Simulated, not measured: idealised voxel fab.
Process module in this document: voxel tone inversion
The cross-section on display is named cut; it measures 195 nm wide, and its cells are 5 nm squares.
Notation: cross-section as square-cell grid; stated in bands, top first, going down; one or more cell rows per band. Each band's line starts with the height of the band's top and of its bottom, in nm. Then come its materials from left to right, each with its width in nm. One material with "edge to edge" fills the band from edge to edge. "empty" is empty space. We count height from 0. Below that, the starting wafer is all one material. The lowest band never ends at the bottom but goes on down; see "0 and below" for how that is written. A width such as "30..40" changes by the same amount from each row of cells to the next, from the band's top row to its bottom row. What does "nothing was modified" mean for a step? It means no cell of the cross-section changed in that step. "Closed cavity list": empty spaces of 8 cells or more with no open way to the top, each given as width x height at distance, distance from the left edge, all in nm. On each step's line, the part that comes after the settings is the simulator's own comment on the step. A step line may carry the setting "overlay nm", which, for steps involving a mask, states the distance by which the mask lay to the right of its intended position; negative values denote displacement to the left.
**The planned process steps are enumerated hereunder**
1. RECEIVE | material Si
2. CONFORMAL_DEP | material SiCN | thk nm 10
3. DIRECTIONAL_DEP | material aC | thk nm 20
4. PATTERN | tone cover | mask id POSTS | material resist | width nm 15 | pitch nm 45 | thk nm 25 | overlay nm 0
5. DIRECTIONAL_ETCH | etch materials aC | depth nm 20
6. STRIP | etch materials resist
7. FILL_DEP | material lowk | thk nm 5
8. CMP | height nm 30
9. STRIP | etch materials aC
10. CONFORMAL_DEP | material TiN | thk nm 5
11. FILL_DEP | material Cu | thk nm 5
12. CMP | height nm 30
13. CONFORMAL_DEP | material SiCN | thk nm 5
**First wafer, two in total, run as planned**
**As-received wafer cross-section (after step 1)**
- 0 and below = Si edge to edge
- Closed cavity list: none
**Once step 2 is through, the wafer looks like this in cross-section**
- 10 down to 0 = SiCN edge to edge
- Under the height 0 nothing was changed.
**Once step 3 is through, the wafer looks like this in cross-section**
- 30 down to 10 = aC edge to edge
- Under the height 10 nothing was changed.
**Once step 4 is through, the wafer looks like this in cross-section**
- 55 down to 30 = 45 of empty / 15 of resist / 30 of empty / 15 of resist / 30 of empty / 15 of resist / 45 of empty
- Under the height 30 nothing was changed.
**Once step 5 is through, the wafer looks like this in cross-section**
- 35 down to 30 = 45 of empty / 15 of resist / 30 of empty / 15 of resist / 30 of empty / 15 of resist / 45 of empty
- 30 down to 10 = 45 of empty / 15 of aC / 30 of empty / 15 of aC / 30 of empty / 15 of aC / 45 of empty
- Under the height 10 nothing was changed.
**Once step 6 is through, the wafer looks like this in cross-section**
- 30 down to 10 = 45 of empty / 15 of aC / 30 of empty / 15 of aC / 30 of empty / 15 of aC / 45 of empty
- Under the height 10 nothing was changed.
**Once step 7 is through, the wafer looks like this in cross-section**
- 35 down to 30 = lowk edge to edge
- 30 down to 10 = 45 of lowk / 15 of aC / 30 of lowk / 15 of aC / 30 of lowk / 15 of aC / 45 of lowk
- Under the height 10 nothing was changed.
**Once step 8 is through, the wafer looks like this in cross-section**
- 30 down to 10 = 45 of lowk / 15 of aC / 30 of lowk / 15 of aC / 30 of lowk / 15 of aC / 45 of lowk
- Under the height 10 nothing was changed.
**Once step 9 is through, the wafer looks like this in cross-section**
- 30 down to 10 = 45 of lowk / 15 of empty / 30 of lowk / 15 of empty / 30 of lowk / 15 of empty / 45 of lowk
- Under the height 10 nothing was changed.
**Once step 10 is through, the wafer looks like this in cross-section**
- 35 down to 30 = 50 of TiN / 5 of empty / 40 of TiN / 5 of empty / 40 of TiN / 5 of empty / 50 of TiN
- 30 down to 15 = 45 of lowk / 5 of TiN / 5 of empty / 5 of TiN / 30 of lowk / 5 of TiN / 5 of empty / 5 of TiN / 30 of lowk / 5 of TiN / 5 of empty / 5 of TiN / 45 of lowk
- 15 down to 10 = 45 of lowk / 15 of TiN / 30 of lowk / 15 of TiN / 30 of lowk / 15 of TiN / 45 of lowk
- Under the height 10 nothing was changed.
**Once step 11 is through, the wafer looks like this in cross-section**
- 40 down to 35 = Cu edge to edge
- 35 down to 30 = 50 of TiN / 5 of Cu / 40 of TiN / 5 of Cu / 40 of TiN / 5 of Cu / 50 of TiN
- 30 down to 15 = 45 of lowk / 5 of TiN / 5 of Cu / 5 of TiN / 30 of lowk / 5 of TiN / 5 of Cu / 5 of TiN / 30 of lowk / 5 of TiN / 5 of Cu / 5 of TiN / 45 of lowk
- Under the height 15 nothing was changed.
**Once step 12 is through, the wafer looks like this in cross-section**
- 30 down to 15 = 45 of lowk / 5 of TiN / 5 of Cu / 5 of TiN / 30 of lowk / 5 of TiN / 5 of Cu / 5 of TiN / 30 of lowk / 5 of TiN / 5 of Cu / 5 of TiN / 45 of lowk
- Under the height 15 nothing was changed.
**Once step 13 is through, the wafer looks like this in cross-section**
- 35 down to 30 = SiCN edge to edge
- Under the height 30 nothing was changed.
**Second wafer - shared start and plan with the first - one error in running - same as the first up to step 6 inclusive**
**Planned end of step 7: second wafer, cross-section**
- 40 down to 30 = lowk edge to edge
- 30 down to 10 = 45 of lowk / 15 of aC / 30 of lowk / 15 of aC / 30 of lowk / 15 of aC / 45 of lowk
- Under the height 10 nothing was changed.
**Planned end of step 8: second wafer, cross-section**
- 30 down to 10 = 45 of lowk / 15 of aC / 30 of lowk / 15 of aC / 30 of lowk / 15 of aC / 45 of lowk
- Under the height 10 nothing was changed.
**Planned end of step 9: second wafer, cross-section**
- 30 down to 10 = 45 of lowk / 15 of empty / 30 of lowk / 15 of empty / 30 of lowk / 15 of empty / 45 of lowk
- Under the height 10 nothing was changed.
**Planned end of step 10: second wafer, cross-section**
- 35 down to 30 = 50 of TiN / 5 of empty / 40 of TiN / 5 of empty / 40 of TiN / 5 of empty / 50 of TiN
- 30 down to 15 = 45 of lowk / 5 of TiN / 5 of empty / 5 of TiN / 30 of lowk / 5 of TiN / 5 of empty / 5 of TiN / 30 of lowk / 5 of TiN / 5 of empty / 5 of TiN / 45 of lowk
- 15 down to 10 = 45 of lowk / 15 of TiN / 30 of lowk / 15 of TiN / 30 of lowk / 15 of TiN / 45 of lowk
- Under the height 10 nothing was changed.
**Planned end of step 11: second wafer, cross-section**
- 40 down to 35 = Cu edge to edge
- 35 down to 30 = 50 of TiN / 5 of Cu / 40 of TiN / 5 of Cu / 40 of TiN / 5 of Cu / 50 of TiN
- 30 down to 15 = 45 of lowk / 5 of TiN / 5 of Cu / 5 of TiN / 30 of lowk / 5 of TiN / 5 of Cu / 5 of TiN / 30 of lowk / 5 of TiN / 5 of Cu / 5 of TiN / 45 of lowk
- Under the height 15 nothing was changed.
**Planned end of step 12: second wafer, cross-section**
- 30 down to 15 = 45 of lowk / 5 of TiN / 5 of Cu / 5 of TiN / 30 of lowk / 5 of TiN / 5 of Cu / 5 of TiN / 30 of lowk / 5 of TiN / 5 of Cu / 5 of TiN / 45 of lowk
- Under the height 15 nothing was changed.
**Planned end of step 13: second wafer, cross-section**
- 35 down to 30 = SiCN edge to edge
- Under the height 30 nothing was changed.
Want to know what went wrong? step 7 of the plan was performed twice
The mistake has no effect on what this model computes, because the two wafers end with the same cross-section.
